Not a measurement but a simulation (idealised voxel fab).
The name of this process module is voxel self aligned vias.
Section cut is 190 nm wide and gridded with 5 nm square cells.
The cross-sections in this document take the form of a grid made of square cells. They are written out as bands, in order from top to bottom. Each band consists of one or more rows of cells.
A band entry consists of two parts. The first gives the height of the band's top and the height of its bottom, in nm. The rest lists the band's materials from left to right, each with its width in nm. A single material labelled with the word "everywhere" fills the band from edge to edge, and the word "air" marks empty space.
Where do heights start? At 0: under that level the wafer as delivered is made of one material only. And the lowest band has no floor; it just carries on downward, as in "0 -> down".
Quick explanation for "30 to 40": the width changes in equal steps down the rows of cells, from the first number in the band's top row to the second number in its bottom row.
Any step labelled "nothing was modified" changed none of the cells in the cross-section.
Voids not open to the top, 8 cells minimum: see "closed voids". Written width x height at distance; distance is from the left edge; nm.
Text after the settings on a step's line: the simulator's own remark on that step.
Each step line may optionally specify "overlay nm", which for a step with a mask gives the rightward distance between the mask's planned place and where it lay, a negative value indicating the leftward direction.

The steps planned for the process are as follows:
1. RECEIVE (material Si)
2. CONFORMAL_DEP (material SiO2; thk nm 10)
3. CONFORMAL_DEP (material SiCN; thk nm 5)
4. DIRECTIONAL_DEP (material lowk; thk nm 30)
5. DIRECTIONAL_DEP (material aC; thk nm 10)
6. PATTERN (tone open; mask id LINES; material resist; width nm 30; pitch nm 80; thk nm 25; overlay nm 0)
7. DIRECTIONAL_ETCH (etch materials aC; depth nm 10)
8. STRIP (etch materials resist)
9. DIRECTIONAL_ETCH (etch materials lowk; depth nm 30)
10. STRIP (etch materials aC)
11. CONFORMAL_DEP (material TiN; thk nm 5)
12. FILL_DEP (material Ru; thk nm 5)
13. CMP (height nm 45)
14. SELECTIVE_ETCH (etch materials W Ru TiN; depth nm 10)
15. FILL_DEP (material SiN; thk nm 5)
16. CMP (height nm 45)
17. DIRECTIONAL_DEP (material lowk; thk nm 20)
18. DIRECTIONAL_DEP (material aC; thk nm 10)
19. PATTERN (tone open; mask id VIAS; material resist; width nm 40; pitch nm 80; thk nm 25; overlay nm 0)
20. DIRECTIONAL_ETCH (etch materials aC; depth nm 10)
21. STRIP (etch materials resist)
22. DIRECTIONAL_ETCH (etch materials lowk; depth nm 20)
23. DIRECTIONAL_ETCH (etch materials SiN; depth nm 10)
24. STRIP (etch materials aC)
25. CONFORMAL_DEP (material TiN; thk nm 5)
26. FILL_DEP (material W; thk nm 5)
27. CMP (height nm 65)
28. CONFORMAL_DEP (material SiCN; thk nm 5)
It is noted that the wafers described herein are identical at the outset and are distinguished by the width nm of step 19; the value stated in the plan corresponds to the first wafer.

Cross-sectional view of the first of several wafers in the as-received condition, corresponding to the state following step 1:
	0 -> down = Si everywhere
	closed voids: none

Last step of the module is step 28; after it, the first of several wafers in cross-section:
	70 -> 65 = SiCN everywhere
	65 -> 50 = 35 nm lowk, 5 nm TiN, 30 nm W, 5 nm TiN, 40 nm lowk, 5 nm TiN, 30 nm W, 5 nm TiN, 35 nm lowk
	50 -> 40 = 35 to 40 nm lowk, 10 to 5 nm TiN, 20 nm W, 10 to 5 nm TiN, 40 to 50 nm lowk, 10 to 5 nm TiN, 20 nm W, 10 to 5 nm TiN, 35 to 40 nm lowk
	40 -> 35 = 40 nm lowk, 30 nm TiN, 50 nm lowk, 30 nm TiN, 40 nm lowk
	35 -> 20 = 40 nm lowk, 5 nm TiN, 20 nm Ru, 5 nm TiN, 50 nm lowk, 5 nm TiN, 20 nm Ru, 5 nm TiN, 40 nm lowk
	20 -> 15 = 40 nm lowk, 30 nm TiN, 50 nm lowk, 30 nm TiN, 40 nm lowk
	15 -> 10 = SiCN everywhere
	10 -> 0 = SiO2 everywhere
	0 -> down = Si everywhere
	closed voids: none

Here we cross-sectioned the last of the wafers once the module was done:
	70 -> 65 = SiCN everywhere
	65 -> 50 = 25 nm lowk, 5 nm TiN, 55 nm W, 5 nm TiN, 15 nm lowk, 5 nm TiN, 55 nm W, 5 nm TiN, 20 nm lowk
	50 -> 40 = 25 to 40 nm lowk, 20 to 5 nm TiN, 20 nm W, 25 to 5 nm TiN, 15 to 50 nm lowk, 20 to 5 nm TiN, 20 nm W, 25 to 5 nm TiN, 20 to 40 nm lowk
	40 -> 35 = 40 nm lowk, 30 nm TiN, 50 nm lowk, 30 nm TiN, 40 nm lowk
	35 -> 20 = 40 nm lowk, 5 nm TiN, 20 nm Ru, 5 nm TiN, 50 nm lowk, 5 nm TiN, 20 nm Ru, 5 nm TiN, 40 nm lowk
	20 -> 15 = 40 nm lowk, 30 nm TiN, 50 nm lowk, 30 nm TiN, 40 nm lowk
	15 -> 10 = SiCN everywhere
	10 -> 0 = SiO2 everywhere
	0 -> down = Si everywhere
	closed voids: none

Quick key for the table: a row per wafer, taken at the end of the module. For each material it tells you how many cells the wafer gained (+) or lost (-) since it came in, and the closed voids come after:
width nm 40, +24 Ru, +76 SiCN, +76 SiO2, +60 TiN, +52 W, +244 lowk, closed voids: none
width nm 45, +24 Ru, +76 SiCN, +76 SiO2, +62 TiN, +58 W, +236 lowk, closed voids: none
width nm 50, +24 Ru, +76 SiCN, +76 SiO2, +64 TiN, +64 W, +228 lowk, closed voids: none
width nm 55, +24 Ru, +76 SiCN, +76 SiO2, +66 TiN, +70 W, +220 lowk, closed voids: none
width nm 60, +24 Ru, +76 SiCN, +76 SiO2, +68 TiN, +76 W, +212 lowk, closed voids: none
width nm 65, +24 Ru, +76 SiCN, +76 SiO2, +70 TiN, +82 W, +204 lowk, closed voids: none
